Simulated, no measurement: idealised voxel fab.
Process module in this document: voxel spacer lines
Square cells of 5 nm make up the cross-section cut, whose width is 245 nm.
Notation: cross-section as square-cell grid; stated in bands, top first, going down; one or more cell rows per band. This entry defines a band. It first specifies the height of the band's top and the height of its bottom in nm, and then specifies the band's materials from left to right, stating each material with its width in nm. The word "edge to edge" identifies a single material that fills the band from edge to edge, while the word "blank" identifies empty space. Where do heights start? At 0: under that level the wafer as delivered is made of one material only. And the lowest band has no floor; it just carries on downward, as in "0 down". The expression "30..40" gives the width at the extremes of the band, the first number at its top row of cells and the second at its bottom row, with the width changing by equal amounts from each row to the next in between. What does "nothing different" mean for a step? It means no cell of the cross-section changed in that step. The label "Sealed void inventory" introduces a list of the empty spaces, 8 cells or larger, that have no open way up to the top; each entry in it reads width x height at distance, where the distance is taken from the left edge and all three are stated in nm. after a step's settings: what the simulator itself notes on the step. "overlay nm" on a masked step: distance the mask lay right of its planned place, negative for left.
**These are the steps we planned for the process**
1 RECEIVE,material Si
2 CONFORMAL_DEP,material Al2O3,thk nm 5
3 DIRECTIONAL_DEP,material TiN,thk nm 10
4 DIRECTIONAL_DEP,material aC,thk nm 25
5 PATTERN,tone cover,mask id MANDREL,material resist,width nm 20,pitch nm 60,thk nm 30,overlay nm -15
6 DIRECTIONAL_ETCH,etch materials aC,depth nm 25
7 STRIP,etch materials resist
8 CONFORMAL_DEP,material SiO2,thk nm 10
9 DIRECTIONAL_ETCH,etch materials SiO2,depth nm 10
10 STRIP,etch materials aC
11 DIRECTIONAL_ETCH,etch materials TiN,depth nm 10
12 STRIP,etch materials SiO2
13 FILL_DEP,material lowk,thk nm 5
14 CMP,height nm 15
Keep in mind the plan's value for the overlay nm of step 5 comes from the first wafer; the wafers don't share that setting, but they do share the same starting point.
**Sectional view: first of several wafers, as received, after step 1**
- 0 down | Si edge to edge
- Sealed void inventory: none
**End of module, by wafer: material-by-material cell gain (+) or loss (-) since receipt, then closed voids**
overlay nm -15 | +49 Al2O3 | +16 TiN | +82 lowk | Sealed void inventory: none
overlay nm -10 | +49 Al2O3 | +16 TiN | +82 lowk | Sealed void inventory: none
overlay nm -5 | +49 Al2O3 | +16 TiN | +82 lowk | Sealed void inventory: none
overlay nm 0 | +49 Al2O3 | +16 TiN | +82 lowk | Sealed void inventory: none
overlay nm 5 | +49 Al2O3 | +16 TiN | +82 lowk | Sealed void inventory: none
overlay nm 10 | +49 Al2O3 | +16 TiN | +82 lowk | Sealed void inventory: none
overlay nm 15 | +49 Al2O3 | +16 TiN | +82 lowk | Sealed void inventory: none
